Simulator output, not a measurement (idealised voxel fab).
The document below concerns the process module designated voxel gate over fins.
The cross-section shown here is cut; it is 270 nm wide and divided into square cells measuring 5 nm on a side.
For the purposes of this document, a cross-section shall be understood as a grid of square cells, specified as bands listed in top-to-bottom order, each band consisting of one or more rows of cells. The band entry comprises the height of the band's top followed by the height of its bottom, expressed in nm, and subsequently the band's materials from left to right, each stated together with its width in nm. Where a single material is marked with the word "everywhere", that material fills the band from edge to edge. The word "empty" represents empty space. All heights in this document are referenced to 0, defined as the level beneath which the wafer, as received, consists entirely of one material. The lowest band is not bounded below; it extends indefinitely downward and is written in the form "z 0 and below". Read "30..40" as a graded width: first number on top, second number at the bottom, same change between each pair of neighbouring rows. You'll sometimes find "no alteration" written for a step, and that's the way of saying that nowhere in the cross-section did a cell change during that step. Under "Unvented internal voids" you'll find the enclosed gaps, the ones with no way out to the top, that are 8 cells or bigger; each reads width x height at distance, with distance counted from the left edge, everything in nm. Step line, after settings: the simulator's comment on this step. overlay nm: for a step with a mask, the amount by which the mask lay right of where it was planned; a negative amount means left of it.

These are the steps we planned for the process
- 1: RECEIVE [material Si]
- 2: CONFORMAL_DEP [material SiN] [thk nm 10]
- 3: PATTERN [tone cover] [mask id FINS] [material resist] [width nm 15] [pitch nm 40] [thk nm 20] [overlay nm 0]
- 4: DIRECTIONAL_ETCH [etch materials SiN] [depth nm 10]
- 5: DIRECTIONAL_ETCH [etch materials Si] [depth nm 35]
- 6: STRIP [etch materials resist]
- 7: FILL_DEP [material SiO2] [thk nm 15]
- 8: CMP [height nm 0]
- 9: SELECTIVE_ETCH [etch materials SiO2] [depth nm 20]
- 10: STRIP [etch materials SiN]
- 11: CONFORMAL_DEP [material HfO2] [thk nm 5]
- 12: CONFORMAL_DEP [material TiN] [thk nm 5]
- 13: CONFORMAL_DEP [material TiAl] [thk nm 5]
- 14: CONFORMAL_DEP [material TiN] [thk nm 5]
- 15: FILL_DEP [material W] [thk nm 10]
- 16: CMP [height nm 25]
- 17: CONFORMAL_DEP [material SiCN] [thk nm 10]
The wafers are alike at the start. At step 8, their height nm differs. The plan lists the first wafer's value.

As-received cross-section, first of several wafers, post step 1
  z 0 and below | Si everywhere
  Unvented internal voids: none

Basically each wafer gets a line in the table, showing it at the end of the module: material by material, the cells it gained (+) or lost (-) since we got it, then its closed voids
height nm 0; +78 HfO2; -315 Si; +108 SiCN; +135 SiO2; +70 TiAl; +140 TiN; +162 W; Unvented internal voids: none
height nm 5; +72 HfO2; -315 Si; +108 SiCN; +180 SiO2; +66 TiAl; +132 TiN; +135 W; Unvented internal voids: none
height nm 10; +66 HfO2; -315 Si; +108 SiCN; +225 SiO2; +62 TiAl; +124 TiN; +108 W; Unvented internal voids: none
height nm 15; +60 HfO2; -315 Si; +108 SiCN; +270 SiO2; +58 TiAl; +116 TiN; +81 W; Unvented internal voids: none
height nm 20; +54 HfO2; -315 Si; +108 SiCN; +315 SiO2; +54 TiAl; +108 TiN; +54 W; Unvented internal voids: none
height nm 25; +60 HfO2; -315 Si; +108 SiCN; +360 SiO2; +54 TiAl; +111 TiN; Unvented internal voids: none
